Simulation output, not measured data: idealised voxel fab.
Presented below is a process module, voxel air gaps.
Pictured: cross-section cut, 170 nm wide, on a grid of 5 nm square cells.
This document writes a cross-section as a grid whose cells are square, and gives it as bands, listed from the top down; one or more rows of cells form a band. Heads up on the band format: heights come first, top then bottom, in nm. After that it's the materials left to right, each with its width in nm. A single material flagged "full width" fills the whole band edge to edge, and "air" means there's empty space there. For the purposes of this specification, 0 denotes the height below which the wafer in its as-received condition is composed wholly of one material, and the lowermost band, lacking a lower limit, extends downward without end, as expressed in "0..down". It should be noted that a width expressed as "30->40" varies in equal increments from row to row of cells within the band, taking the value of the first number at the top row and that of the second number at the bottom row. "stayed the same" for a step: no cell of the cross-section changed in that step. If an empty space has no open way to the top and is at least 8 cells in size, "Enclosed cavity list" lists it, written width x height at distance, where distance is measured from the left edge and every value is in nm. Post-settings text on a step line: simulator's own remark regarding the step. overlay nm: how far to the right of its planned place the mask lay on this masked step (negative: to the left).
Steps in the process plan:
1) RECEIVE with material Si
2) CONFORMAL_DEP with material SiO2, thk nm 10
3) CONFORMAL_DEP with material SiN, thk nm 5
4) DIRECTIONAL_DEP with material SiO2, thk nm 40
5) PATTERN with tone open, mask id LINES, material resist, width nm 25, pitch nm 50, thk nm 20, overlay nm 0
6) DIRECTIONAL_ETCH with etch materials SiO2, depth nm 40
7) STRIP with etch materials resist
8) CONFORMAL_DEP with material TiN, thk nm 5
9) FILL_DEP with material Cu, thk nm 5
10) CMP with height nm 55
11) EPI with material Ru, thk nm 10
12) SELECTIVE_ETCH with etch materials SiO2, depth nm 50
13) CONFORMAL_DEP with material SiN, thk nm 5
Cross-sectional view of the wafer in its as-received condition, corresponding to the state after step 1:
> 0..down  Si full width
> Enclosed cavity list: none
Module complete - cross-section of the first of two wafers, run according to plan:
> 70..65  5 nm air / 155 nm SiN / 10 nm air
> 65..55  5 nm air / 5 nm SiN / 45 nm Ru / 5 nm SiN / 45 nm Ru / 5 nm SiN / 45 nm Ru / 5 nm SiN / 10 nm air
> 55..50  5 nm air / 15 nm SiN / 5 nm TiN / 15 nm Cu / 5 nm TiN / 25 nm SiN / 5 nm TiN / 15 nm Cu / 5 nm TiN / 25 nm SiN / 5 nm TiN / 15 nm Cu / 5 nm TiN / 15 nm SiN / 10 nm air
> 50..20  15 nm air / 5 nm SiN / 5 nm TiN / 15 nm Cu / 5 nm TiN / 5 nm SiN / 15 nm air / 5 nm SiN / 5 nm TiN / 15 nm Cu / 5 nm TiN / 5 nm SiN / 15 nm air / 5 nm SiN / 5 nm TiN / 15 nm Cu / 5 nm TiN / 5 nm SiN / 20 nm air
> 20..15  20 nm SiN / 25 nm TiN / 25 nm SiN / 25 nm TiN / 25 nm SiN / 25 nm TiN / 25 nm SiN
> 15..10  SiN full width
> 10..0  SiO2 full width
> 0..down  Si full width
> Enclosed cavity list: 15 x 30 at 50; 15 x 30 at 100
End-of-module cross-section of the second wafer: identical starting point and process plan to the first, with one processing mistake:
> 70..65  165 nm SiN / 5 nm air
> 65..55  5 nm SiN / 155 nm Ru / 5 nm SiN / 5 nm air
> 55..50  15 nm SiN / 5 nm TiN / 25 nm Cu / 5 nm TiN / 15 nm SiO2 / 5 nm TiN / 25 nm Cu / 5 nm TiN / 15 nm SiO2 / 5 nm TiN / 25 nm Cu / 5 nm TiN / 15 nm SiN / 5 nm air
> 50..20  10 nm air / 5 nm SiN / 5 nm TiN / 25 nm Cu / 5 nm TiN / 15 nm SiO2 / 5 nm TiN / 25 nm Cu / 5 nm TiN / 15 nm SiO2 / 5 nm TiN / 25 nm Cu / 5 nm TiN / 5 nm SiN / 15 nm air
> 20..15  15 nm SiN / 35 nm TiN / 15 nm SiO2 / 35 nm TiN / 15 nm SiO2 / 35 nm TiN / 20 nm SiN
> 15..10  SiN full width
> 10..0  SiO2 full width
> 0..down  Si full width
> Enclosed cavity list: 10 x 30 at 0
Heads up, the wafer didn't run the way we planned it: step 5 was run on a setting that differed from the plan, and what really ran there is PATTERN with tone open, mask id LINES, material resist, width nm 35, pitch nm 50, thk nm 20, overlay nm 0
It is noted that, at the conclusion of processing, the second wafer exhibits a higher or lower cell count for certain materials relative to the first: Cu: 42 more; Ru: 8 more; SiN: 48 fewer; SiO2: 48 more; TiN: 6 more
Final count of closed voids per wafer: 2 in the first, 1 in the second.
